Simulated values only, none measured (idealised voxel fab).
Documented hereafter: the process module known as voxel transistor to metal.
Section shown: cut. Width: 295 nm. Cell size: 5 nm, square.
Throughout this document, each cross-section is represented as a grid of square cells and is presented as a sequence of bands enumerated from the top downward, where a band comprises one or more rows of cells.
First you get the band's top height and its bottom height, in nm, and then the materials it's made of, left to right, with each width in nm. If you see a single material with "all across", that one covers the band edge to edge. "blank" is empty space.
Convention: height 0 is the level below which the wafer, as received, is all one material. The lowest band does not terminate at the bottom but continues downward, represented as "from 0 down".
The width entry "30..40" should be interpreted row by row: the top row of cells in the band takes the first number, the bottom row takes the second number, and the change between adjacent rows is uniform throughout.
Key: "nothing different" - step with no changed cell in the cross-section.
"Unvented cavities" specifies each empty space that is not open to the top and that occupies no fewer than 8 cells, using the form width x height at distance, the distance measured from the left edge and all three quantities in nm.
Whatever follows a step's settings on its line is a remark the simulator itself makes about that step.
overlay nm: for a step with a mask, the amount by which the mask lay right of where it was planned; a negative amount means left of it.
Pairs, read this way: before one process step on the one hand, after it on the other, the after cross-section ending at the lowest band that changed; the step between, settings included, beneath. Same starting wafer throughout, but possibly different runs of this module, so no pair continues from the pair above unless its entry headed "Pre-process state" says so.

-- Pre-process state
    from 25 to 15  35 nm SiO2, then 15 nm blank, then 65 nm SiO2, then 15 nm blank, then 30 nm SiO2, then 15 nm blank, then 65 nm SiO2, then 15 nm blank, then 40 nm SiO2
    from 15 to 5  55 nm W, then 5 nm TiN, then 5 nm HfO2, then 10 nm SiN, then 15 nm SiO2, then 10 nm SiN, then 5 nm HfO2, then 5 nm TiN, then 70 nm W, then 5 nm TiN, then 5 nm HfO2, then 10 nm SiN, then 15 nm SiO2, then 10 nm SiN, then 5 nm HfO2, then 5 nm TiN, then 60 nm W
    from 5 to 0  30 nm TiN, then 25 nm W, then 5 nm TiN, then 5 nm HfO2, then 10 nm SiN, then 15 nm nSi, then 10 nm SiN, then 5 nm HfO2, then 5 nm TiN, then 70 nm W, then 5 nm TiN, then 5 nm HfO2, then 10 nm SiN, then 15 nm nSi, then 10 nm SiN, then 5 nm HfO2, then 5 nm TiN, then 25 nm W, then 35 nm TiN
    from 0 to -5  25 nm HfO2, then 35 nm TiN, then 5 nm HfO2, then 10 nm SiN, then 15 nm nSi, then 10 nm SiN, then 5 nm HfO2, then 80 nm TiN, then 5 nm HfO2, then 10 nm SiN, then 15 nm nSi, then 10 nm SiN, then 5 nm HfO2, then 35 nm TiN, then 30 nm HfO2
    from -5 to -10  20 nm SiO2, then 50 nm HfO2, then 5 nm SiO2, then 15 nm nSi, then 5 nm SiO2, then 100 nm HfO2, then 5 nm SiO2, then 15 nm nSi, then 5 nm SiO2, then 50 nm HfO2, then 25 nm SiO2
    from -10 to -20  35 nm SiO2, then 40 nm Si, then 15 nm nSi, then 40 nm Si, then 30 nm SiO2, then 40 nm Si, then 15 nm nSi, then 40 nm Si, then 40 nm SiO2
    from -20 to -45  35 nm SiO2, then 95 nm Si, then 30 nm SiO2, then 95 nm Si, then 40 nm SiO2
    from -45 down  Si all across
    Unvented cavities: none

-- Sectional Result
    from 30 to 25  40 nm TiN, then 5 nm blank, then 75 nm TiN, then 5 nm blank, then 40 nm TiN, then 5 nm blank, then 75 nm TiN, then 5 nm blank, then 45 nm TiN
    from 25 to 20  35 nm SiO2, then 5 nm TiN, then 5 nm blank, then 5 nm TiN, then 65 nm SiO2, then 5 nm TiN, then 5 nm blank, then 5 nm TiN, then 30 nm SiO2, then 5 nm TiN, then 5 nm blank, then 5 nm TiN, then 65 nm SiO2, then 5 nm TiN, then 5 nm blank, then 5 nm TiN, then 40 nm SiO2
    from 20 to 15  35 nm SiO2, then 15 nm TiN, then 65 nm SiO2, then 15 nm TiN, then 30 nm SiO2, then 15 nm TiN, then 65 nm SiO2, then 15 nm TiN, then 40 nm SiO2
    Beneath the level 15, the cross-section is identical to its previous state.
    Unvented cavities: none
Transition step, before and after shown above: CONFORMAL_DEP (material TiN; thk nm 5)

Pre-process state: The structure entering this step is exactly what the pair just above shows after its step.

-- Sectional Result
    from 40 to 30  W all across
    from 30 to 25  40 nm TiN, then 5 nm W, then 75 nm TiN, then 5 nm W, then 40 nm TiN, then 5 nm W, then 75 nm TiN, then 5 nm W, then 45 nm TiN
    from 25 to 20  35 nm SiO2, then 5 nm TiN, then 5 nm W, then 5 nm TiN, then 65 nm SiO2, then 5 nm TiN, then 5 nm W, then 5 nm TiN, then 30 nm SiO2, then 5 nm TiN, then 5 nm W, then 5 nm TiN, then 65 nm SiO2, then 5 nm TiN, then 5 nm W, then 5 nm TiN, then 40 nm SiO2
    Beneath the level 20, the cross-section is identical to its previous state.
    Unvented cavities: none
Transition step, before and after shown above: FILL_DEP (material W; thk nm 10)

Pre-process state: The structure entering this step is exactly what the pair just above shows after its step.

-- Sectional Result
    from 25 to 20  35 nm SiO2, then 5 nm TiN, then 5 nm W, then 5 nm TiN, then 65 nm SiO2, then 5 nm TiN, then 5 nm W, then 5 nm TiN, then 30 nm SiO2, then 5 nm TiN, then 5 nm W, then 5 nm TiN, then 65 nm SiO2, then 5 nm TiN, then 5 nm W, then 5 nm TiN, then 40 nm SiO2
    Beneath the level 20, the cross-section is identical to its previous state.
    Unvented cavities: none
Transition step, before and after shown above: CMP (height nm 25)

Pre-process state: The structure entering this step is exactly what the pair just above shows after its step.

-- Sectional Result
    from 30 to 25  TiN all across
    Beneath the level 25, the cross-section is identical to its previous state.
    Unvented cavities: none
Transition step, before and after shown above: DIRECTIONAL_DEP (material TiN; thk nm 5)

Pre-process state: The structure entering this step is exactly what the pair just above shows after its step.

-- Sectional Result
    from 50 to 30  W all across
    Beneath the level 30, the cross-section is identical to its previous state.
    Unvented cavities: none
Transition step, before and after shown above: DIRECTIONAL_DEP (material W; thk nm 20)

Pre-process state: The structure entering this step is exactly what the pair just above shows after its step.

-- Sectional Result
    from 60 to 50  aC all across
    Beneath the level 50, the cross-section is identical to its previous state.
    Unvented cavities: none
Transition step, before and after shown above: DIRECTIONAL_DEP (material aC; thk nm 10)

Pre-process state: The structure entering this step is exactly what the pair just above shows after its step.

-- Sectional Result
    from 85 to 60  35 nm blank, then 15 nm resist, then 65 nm blank, then 15 nm resist, then 30 nm blank, then 15 nm resist, then 65 nm blank, then 15 nm resist, then 40 nm blank
    Beneath the level 60, the cross-section is identical to its previous state.
    Unvented cavities: none
Transition step, before and after shown above: PATTERN (tone cover; mask id METAL_1; material resist; width nm 15; thk nm 25; overlay nm 0)

Pre-process state: The structure entering this step is exactly what the pair just above shows after its step.

-- Sectional Result
    from 75 to 60  35 nm blank, then 15 nm resist, then 65 nm blank, then 15 nm resist, then 30 nm blank, then 15 nm resist, then 65 nm blank, then 15 nm resist, then 40 nm blank
    from 60 to 50  35 nm blank, then 15 nm aC, then 65 nm blank, then 15 nm aC, then 30 nm blank, then 15 nm aC, then 65 nm blank, then 15 nm aC, then 40 nm blank
    Beneath the level 50, the cross-section is identical to its previous state.
    Unvented cavities: none
Transition step, before and after shown above: DIRECTIONAL_ETCH (etch materials aC; depth nm 10)

Pre-process state: The structure entering this step is exactly what the pair just above shows after its step.

-- Sectional Result
    from 60 to 50  35 nm blank, then 15 nm aC, then 65 nm blank, then 15 nm aC, then 30 nm blank, then 15 nm aC, then 65 nm blank, then 15 nm aC, then 40 nm blank
    Beneath the level 50, the cross-section is identical to its previous state.
    Unvented cavities: none
Transition step, before and after shown above: STRIP (etch materials resist)

Pre-process state: The structure entering this step is exactly what the pair just above shows after its step.

-- Sectional Result
    from 60 to 50  35 nm blank, then 15 nm aC, then 65 nm blank, then 15 nm aC, then 30 nm blank, then 15 nm aC, then 65 nm blank, then 15 nm aC, then 40 nm blank
    from 50 to 30  35 nm blank, then 15 nm W, then 65 nm blank, then 15 nm W, then 30 nm blank, then 15 nm W, then 65 nm blank, then 15 nm W, then 40 nm blank
    Beneath the level 30, the cross-section is identical to its previous state.
    Unvented cavities: none
Transition step, before and after shown above: DIRECTIONAL_ETCH (etch materials W; depth nm 20)

Pre-process state: The structure entering this step is exactly what the pair just above shows after its step.

-- Sectional Result
    from 60 to 50  35 nm blank, then 15 nm aC, then 65 nm blank, then 15 nm aC, then 30 nm blank, then 15 nm aC, then 65 nm blank, then 15 nm aC, then 40 nm blank
    from 50 to 30  35 nm blank, then 15 nm W, then 65 nm blank, then 15 nm W, then 30 nm blank, then 15 nm W, then 65 nm blank, then 15 nm W, then 40 nm blank
    from 30 to 25  35 nm blank, then 15 nm TiN, then 65 nm blank, then 15 nm TiN, then 30 nm blank, then 15 nm TiN, then 65 nm blank, then 15 nm TiN, then 40 nm blank
    Beneath the level 25, the cross-section is identical to its previous state.
    Unvented cavities: none
Transition step, before and after shown above: DIRECTIONAL_ETCH (etch materials TiN; depth nm 5)

Pre-process state: The structure entering this step is exactly what the pair just above shows after its step.

-- Sectional Result
    from 50 to 30  35 nm blank, then 15 nm W, then 65 nm blank, then 15 nm W, then 30 nm blank, then 15 nm W, then 65 nm blank, then 15 nm W, then 40 nm blank
    Beneath the level 30, the cross-section is identical to its previous state.
    Unvented cavities: none
Transition step, before and after shown above: STRIP (etch materials aC)

Pre-process state: The structure entering this step is exactly what the pair just above shows after its step.

-- Sectional Result
    from 55 to 50  SiO2 all across
    from 50 to 30  35 nm SiO2, then 15 nm W, then 65 nm SiO2, then 15 nm W, then 30 nm SiO2, then 15 nm W, then 65 nm SiO2, then 15 nm W, then 40 nm SiO2
    from 30 to 25  35 nm SiO2, then 15 nm TiN, then 65 nm SiO2, then 15 nm TiN, then 30 nm SiO2, then 15 nm TiN, then 65 nm SiO2, then 15 nm TiN, then 40 nm SiO2
    Beneath the level 25, the cross-section is identical to its previous state.
    Unvented cavities: none
Transition step, before and after shown above: FILL_DEP (material SiO2; thk nm 5)

Pre-process state: The structure entering this step is exactly what the pair just above shows after its step.

-- Sectional Result
    from 50 to 30  35 nm SiO2, then 15 nm W, then 65 nm SiO2, then 15 nm W, then 30 nm SiO2, then 15 nm W, then 65 nm SiO2, then 15 nm W, then 40 nm SiO2
    Beneath the level 30, the cross-section is identical to its previous state.
    Unvented cavities: none
Transition step, before and after shown above: CMP (height nm 50)

Pre-process state: The structure entering this step is exactly what the pair just above shows after its step.

-- Sectional Result
    from 55 to 50  SiCN all across
    Beneath the level 50, the cross-section is identical to its previous state.
    Unvented cavities: none
Transition step, before and after shown above: CONFORMAL_DEP (material SiCN; thk nm 5)

Pre-process state: The structure entering this step is exactly what the pair just above shows after its step.

-- Sectional Result
    from 85 to 55  SiO2 all across
    Beneath the level 55, the cross-section is identical to its previous state.
    Unvented cavities: none
Transition step, before and after shown above: DIRECTIONAL_DEP (material SiO2; thk nm 30)

Pre-process state: The structure entering this step is exactly what the pair just above shows after its step.

-- Sectional Result
    from 95 to 85  aC all across
    Beneath the level 85, the cross-section is identical to its previous state.
    Unvented cavities: none
Transition step, before and after shown above: DIRECTIONAL_DEP (material aC; thk nm 10)

Pre-process state: The structure entering this step is exactly what the pair just above shows after its step.

-- Sectional Result
    from 125 to 95  35 nm resist, then 15 nm blank, then 110 nm resist, then 15 nm blank, then 120 nm resist
    Beneath the level 95, the cross-section is identical to its previous state.
    Unvented cavities: none
Transition step, before and after shown above: PATTERN (tone open; mask id METAL_2; material resist; width nm 15; pitch nm 125; thk nm 30; overlay nm 0)

Pre-process state: The structure entering this step is exactly what the pair just above shows after its step.

-- Sectional Result
    from 115 to 95  35 nm resist, then 15 nm blank, then 110 nm resist, then 15 nm blank, then 120 nm resist
    from 95 to 85  35 nm aC, then 15 nm blank, then 110 nm aC, then 15 nm blank, then 120 nm aC
    Beneath the level 85, the cross-section is identical to its previous state.
    Unvented cavities: none
Transition step, before and after shown above: DIRECTIONAL_ETCH (etch materials aC; depth nm 10)

Pre-process state: The structure entering this step is exactly what the pair just above shows after its step.

-- Sectional Result
    from 95 to 85  35 nm aC, then 15 nm blank, then 110 nm aC, then 15 nm blank, then 120 nm aC
    Beneath the level 85, the cross-section is identical to its previous state.
    Unvented cavities: none
Transition step, before and after shown above: STRIP (etch materials resist)

Pre-process state: The structure entering this step is exactly what the pair just above shows after its step.

-- Sectional Result
    from 95 to 85  35 nm aC, then 15 nm blank, then 110 nm aC, then 15 nm blank, then 120 nm aC
    from 85 to 65  35 nm SiO2, then 15 nm blank, then 110 nm SiO2, then 15 nm blank, then 120 nm SiO2
    Beneath the level 65, the cross-section is identical to its previous state.
    Unvented cavities: none
Transition step, before and after shown above: DIRECTIONAL_ETCH (etch materials SiO2; depth nm 20)

Pre-process state: The structure entering this step is exactly what the pair just above shows after its step.

-- Sectional Result
    from 85 to 65  35 nm SiO2, then 15 nm blank, then 110 nm SiO2, then 15 nm blank, then 120 nm SiO2
    Beneath the level 65, the cross-section is identical to its previous state.
    Unvented cavities: none
Transition step, before and after shown above: STRIP (etch materials aC)

Pre-process state: The structure entering this step is exactly what the pair just above shows after its step.

-- Sectional Result
    from 100 to 85  35 nm aC, then 15 nm blank, then 110 nm aC, then 15 nm blank, then 120 nm aC
    from 85 to 80  35 nm SiO2, then 15 nm blank, then 110 nm SiO2, then 15 nm blank, then 120 nm SiO2
    from 80 to 65  35 nm SiO2, then 15 nm aC, then 110 nm SiO2, then 15 nm aC, then 120 nm SiO2
    Beneath the level 65, the cross-section is identical to its previous state.
    Unvented cavities: none
Transition step, before and after shown above: DIRECTIONAL_DEP (material aC; thk nm 15)

Pre-process state: The structure entering this step is exactly what the pair just above shows after its step.

-- Sectional Result
    from 130 to 100  35 nm resist, then 15 nm blank, then 110 nm resist, then 15 nm blank, then 120 nm resist
    Beneath the level 100, the cross-section is identical to its previous state.
    Unvented cavities: none
Transition step, before and after shown above: PATTERN (tone open; mask id METAL_2_HOLES; material resist; width nm 15; pitch nm 125; thk nm 30; overlay nm 0)

Pre-process state: The structure entering this step is exactly what the pair just above shows after its step.

-- Sectional Result
    from 115 to 100  35 nm resist, then 15 nm blank, then 110 nm resist, then 15 nm blank, then 120 nm resist
    from 100 to 85  35 nm aC, then 15 nm blank, then 110 nm aC, then 15 nm blank, then 120 nm aC
    from 85 to 65  35 nm SiO2, then 15 nm blank, then 110 nm SiO2, then 15 nm blank, then 120 nm SiO2
    Beneath the level 65, the cross-section is identical to its previous state.
    Unvented cavities: none
Transition step, before and after shown above: DIRECTIONAL_ETCH (etch materials aC; depth nm 15)

Pre-process state: The structure entering this step is exactly what the pair just above shows after its step.

-- Sectional Result
    from 100 to 85  35 nm aC, then 15 nm blank, then 110 nm aC, then 15 nm blank, then 120 nm aC
    Beneath the level 85, the cross-section is identical to its previous state.
    Unvented cavities: none
Transition step, before and after shown above: STRIP (etch materials resist)

Pre-process state: The structure entering this step is exactly what the pair just above shows after its step.

-- Sectional Result
    from 100 to 85  35 nm aC, then 15 nm blank, then 110 nm aC, then 15 nm blank, then 120 nm aC
    from 85 to 55  35 nm SiO2, then 15 nm blank, then 110 nm SiO2, then 15 nm blank, then 120 nm SiO2
    Beneath the level 55, the cross-section is identical to its previous state.
    Unvented cavities: none
Transition step, before and after shown above: DIRECTIONAL_ETCH (etch materials SiO2; depth nm 10)

Pre-process state: The structure entering this step is exactly what the pair just above shows after its step.

-- Sectional Result
    from 100 to 85  35 nm aC, then 15 nm blank, then 110 nm aC, then 15 nm blank, then 120 nm aC
    from 85 to 55  35 nm SiO2, then 15 nm blank, then 110 nm SiO2, then 15 nm blank, then 120 nm SiO2
    from 55 to 50  35 nm SiCN, then 15 nm blank, then 110 nm SiCN, then 15 nm blank, then 120 nm SiCN
    Beneath the level 50, the cross-section is identical to its previous state.
    Unvented cavities: none
Transition step, before and after shown above: DIRECTIONAL_ETCH (etch materials SiCN; depth nm 5)

Pre-process state: The structure entering this step is exactly what the pair just above shows after its step.

-- Sectional Result
    from 85 to 55  35 nm SiO2, then 15 nm blank, then 110 nm SiO2, then 15 nm blank, then 120 nm SiO2
    Beneath the level 55, the cross-section is identical to its previous state.
    Unvented cavities: none
Transition step, before and after shown above: STRIP (etch materials aC)

Pre-process state: The structure entering this step is exactly what the pair just above shows after its step.

-- Sectional Result
    from 90 to 85  40 nm TiN, then 5 nm blank, then 120 nm TiN, then 5 nm blank, then 125 nm TiN
    from 85 to 55  35 nm SiO2, then 5 nm TiN, then 5 nm blank, then 5 nm TiN, then 110 nm SiO2, then 5 nm TiN, then 5 nm blank, then 5 nm TiN, then 120 nm SiO2
    from 55 to 50  35 nm SiCN, then 15 nm TiN, then 110 nm SiCN, then 15 nm TiN, then 120 nm SiCN
    Beneath the level 50, the cross-section is identical to its previous state.
    Unvented cavities: none
Transition step, before and after shown above: CONFORMAL_DEP (material TiN; thk nm 5)

Pre-process state: The structure entering this step is exactly what the pair just above shows after its step.

-- Sectional Result
    from 100 to 90  Ru all across
    from 90 to 85  40 nm TiN, then 5 nm Ru, then 120 nm TiN, then 5 nm Ru, then 125 nm TiN
    from 85 to 55  35 nm SiO2, then 5 nm TiN, then 5 nm Ru, then 5 nm TiN, then 110 nm SiO2, then 5 nm TiN, then 5 nm Ru, then 5 nm TiN, then 120 nm SiO2
    Beneath the level 55, the cross-section is identical to its previous state.
    Unvented cavities: none
Transition step, before and after shown above: FILL_DEP (material Ru; thk nm 10)

Pre-process state: The structure entering this step is exactly what the pair just above shows after its step.

-- Sectional Result
    from 85 to 55  35 nm SiO2, then 5 nm TiN, then 5 nm Ru, then 5 nm TiN, then 110 nm SiO2, then 5 nm TiN, then 5 nm Ru, then 5 nm TiN, then 120 nm SiO2
    Beneath the level 55, the cross-section is identical to its previous state.
    Unvented cavities: none
Transition step, before and after shown above: CMP (height nm 85)

Pre-process state: The structure entering this step is exactly what the pair just above shows after its step.

-- Sectional Result
    from 90 to 85  SiN all across
    Beneath the level 85, the cross-section is identical to its previous state.
    Unvented cavities: none
Transition step, before and after shown above: CONFORMAL_DEP (material SiN; thk nm 5)
